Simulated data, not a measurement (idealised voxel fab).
Process module, titled voxel ribs on slabs
155 nm wide, 5 nm square cells: that's cross-section cut.
In this document a cross-section is written as a grid of square cells. It is given as a series of bands, listed from the top down, and a band is one or more rows of cells. Top height, bottom height, nm. Materials left to right, width each, nm. Single material + "edge to edge" = fills band edge to edge. "air" = empty. Basically, 0 is our baseline, since under it the wafer straight out of the box is all one material. The bottom band has no lower end and keeps on going down, so it looks like "0 and below". The two numbers in a width such as "30->40" mark its ends across the band: the first belongs to the top row of cells, the second to the bottom row, and from each row to the next the width moves by the same amount. Reading "remains unaltered" for a step: not a cell of the cross-section changed in it. Listed in "Closed void inventory": every empty space of 8 or more cells without an open way to the top. Form: width x height at distance, the distance being from the left edge, all in nm. Post-settings text on a step line: simulator's own remark regarding the step. overlay nm: mask offset rightward from planned place, masked step; negative means leftward offset.
-- Process steps (planned)
1 RECEIVE,material Si
2 DIRECTIONAL_DEP,material SiO2,thk nm 20
3 DIRECTIONAL_DEP,material polySi,thk nm 20
4 PATTERN,tone cover,mask id RIB,material resist,width nm 20,thk nm 20,overlay nm 0
5 DIRECTIONAL_ETCH,etch materials polySi,depth nm 15
6 STRIP,etch materials resist
7 PATTERN,tone cover,mask id SLAB,material resist,width nm 60,thk nm 20,overlay nm 0
8 DIRECTIONAL_ETCH,etch materials polySi,depth nm 5
9 STRIP,etch materials resist
10 FILL_DEP,material SiO2,thk nm 25
11 CMP,height nm 60
12 DIRECTIONAL_DEP,material W,thk nm 5
13 PATTERN,tone cover,mask id HEATER,material resist,width nm 30,thk nm 15,overlay nm 0
14 DIRECTIONAL_ETCH,etch materials W,depth nm 5
15 STRIP,etch materials resist
16 CONFORMAL_DEP,material SiO2,thk nm 5
-- Cross-sectional view of the wafer in its as-received condition, corresponding to the state after step 1
    0 and below  Si edge to edge
    Closed void inventory: none
-- The first of the two wafers as seen in cross-section once the module was finished; processing followed the plan
    70 down to 65  air (55) | SiO2 (40) | air (60)
    65 down to 60  SiO2 (60) | W (30) | SiO2 (65)
    60 down to 40  SiO2 edge to edge
    40 down to 25  SiO2 (65) | polySi (20) | SiO2 (70)
    25 down to 20  SiO2 (45) | polySi (60) | SiO2 (50)
    20 down to 0  SiO2 edge to edge
    0 and below  Si edge to edge
    Closed void inventory: none
-- Wafer two, sectioned after the module: the first wafer's start, the first wafer's plan, and one mistake in how it was run
    70 down to 65  air (55) | SiO2 (40) | air (60)
    65 down to 60  SiO2 (60) | W (30) | SiO2 (65)
    60 down to 40  SiO2 edge to edge
    40 down to 35  SiO2 (45) | polySi (20) | SiO2 (20) | polySi (20) | SiO2 (50)
    35 down to 25  polySi (65) | SiO2 (20) | polySi (70)
    25 down to 20  polySi edge to edge
    20 down to 0  SiO2 edge to edge
    0 and below  Si edge to edge
    Closed void inventory: none
Error vs. plan: step 4 ran differently from the plan; actual operation with settings: PATTERN,tone open,mask id RIB,material resist,width nm 20,thk nm 20,overlay nm 0
Count the cells at the end and the second wafer has more or fewer of some materials than the first: SiO2: 69 fewer | polySi: 69 more
